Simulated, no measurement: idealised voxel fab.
process module | voxel capacitor over wiring
cross-section cut | 270 nm wide | cells 5 nm
A cross-section is a grid of square cells, given in bands from the top down. A band is one or more rows of cells.
Each band's line starts with the height of the band's top and of its bottom, in nm. Then come its materials from left to right, each with its width in nm. One material with "throughout" fills the band from edge to edge. "air" is empty space.
Height 0 is the level under which the wafer as received is all one material. The lowest band goes on downwards, as in "0 down".
A width such as "30 to 40" changes by the same amount from each row of cells to the next, from the band's top row to its bottom row.
"no change" after a step means that no cell of the cross-section changed.
closed voids: empty space of 8 cells or more with no open way to the top, each as width x height at its distance from the left edge, in nm
after a step's settings: what the simulator itself notes on the step
overlay nm, on a step with a mask: how far to the right of its planned place the mask lay; to the left if negative
plan
1 op RECEIVE | material Si
2 op CONFORMAL_DEP | material SiO2 | thk nm 10
3 op CONFORMAL_DEP | material SiN | thk nm 5
4 op DIRECTIONAL_DEP | material SiO2 | thk nm 20
5 op DIRECTIONAL_DEP | material aC | thk nm 10
6 op PATTERN | tone open | mask id METAL_1 | material resist | width nm 25 | pitch nm 90 | thk nm 25 | overlay nm 0
7 op DIRECTIONAL_ETCH | etch materials aC | depth nm 10
8 op STRIP | etch materials resist
9 op DIRECTIONAL_ETCH | etch materials SiO2 | depth nm 20
10 op DIRECTIONAL_ETCH | etch materials SiN | depth nm 5
11 op STRIP | etch materials aC
12 op CONFORMAL_DEP | material TiN | thk nm 5
13 op FILL_DEP | material W | thk nm 10
14 op CMP | height nm 35
15 op CONFORMAL_DEP | material SiCN | thk nm 5
16 op DIRECTIONAL_DEP | material lowk | thk nm 15
17 op PATTERN | tone open | mask id PLUG_1 | material resist | width nm 15 | thk nm 15 | overlay nm 0
18 op DIRECTIONAL_ETCH | etch materials lowk | depth nm 15
19 op DIRECTIONAL_ETCH | etch materials SiCN | depth nm 5
20 op STRIP | etch materials resist
21 op EPI | material Ru | thk nm 10
22 op EPI | material Ru | thk nm 10
23 op DIRECTIONAL_DEP | material TiN | thk nm 10
24 op DIRECTIONAL_DEP | material HfO2 | thk nm 5
25 op DIRECTIONAL_DEP | material TiN | thk nm 5
26 op PATTERN | tone cover | mask id UPPER_PLATE | material resist | width nm 70 | thk nm 15 | overlay nm 0
27 op DIRECTIONAL_ETCH | etch materials TiN | depth nm 5
28 op DIRECTIONAL_ETCH | etch materials HfO2 | depth nm 5
29 op STRIP | etch materials resist
30 op MASKED_ETCH | tone cover | mask id LOWER_PLATE | width nm 80 | etch materials TiN | depth nm 10 | overlay nm 0
31 op FILL_DEP | material SiO2 | thk nm 20
32 op CMP | height nm 90
33 op MASKED_ETCH | tone open | mask id PLUG_2 | width nm 15 | etch materials SiO2 | depth nm 15 | overlay nm 0
34 op CONFORMAL_DEP | material TiN | thk nm 5
35 op FILL_DEP | material W | thk nm 5
36 op CMP | height nm 90
37 op CONFORMAL_DEP | material SiN | thk nm 5
varied across the wafers: width nm of step 33. The plan shows the first wafer's value. All wafers start alike
first wafer as received, after step 1
  0 down: Si throughout
  closed voids: none
each wafer at the end: cells of each material gained (+) or lost (-) since it was received, then its closed voids
width nm 15 | +14 HfO2 | +12 Ru | +51 SiCN | +98 SiN | +593 SiO2 | +79 TiN | +26 W | +153 lowk | closed voids: none
width nm 20 | +14 HfO2 | +12 Ru | +51 SiCN | +98 SiN | +590 SiO2 | +80 TiN | +28 W | +153 lowk | closed voids: none
width nm 25 | +14 HfO2 | +12 Ru | +51 SiCN | +98 SiN | +587 SiO2 | +81 TiN | +30 W | +153 lowk | closed voids: none
width nm 30 | +14 HfO2 | +12 Ru | +51 SiCN | +98 SiN | +584 SiO2 | +82 TiN | +32 W | +153 lowk | closed voids: none
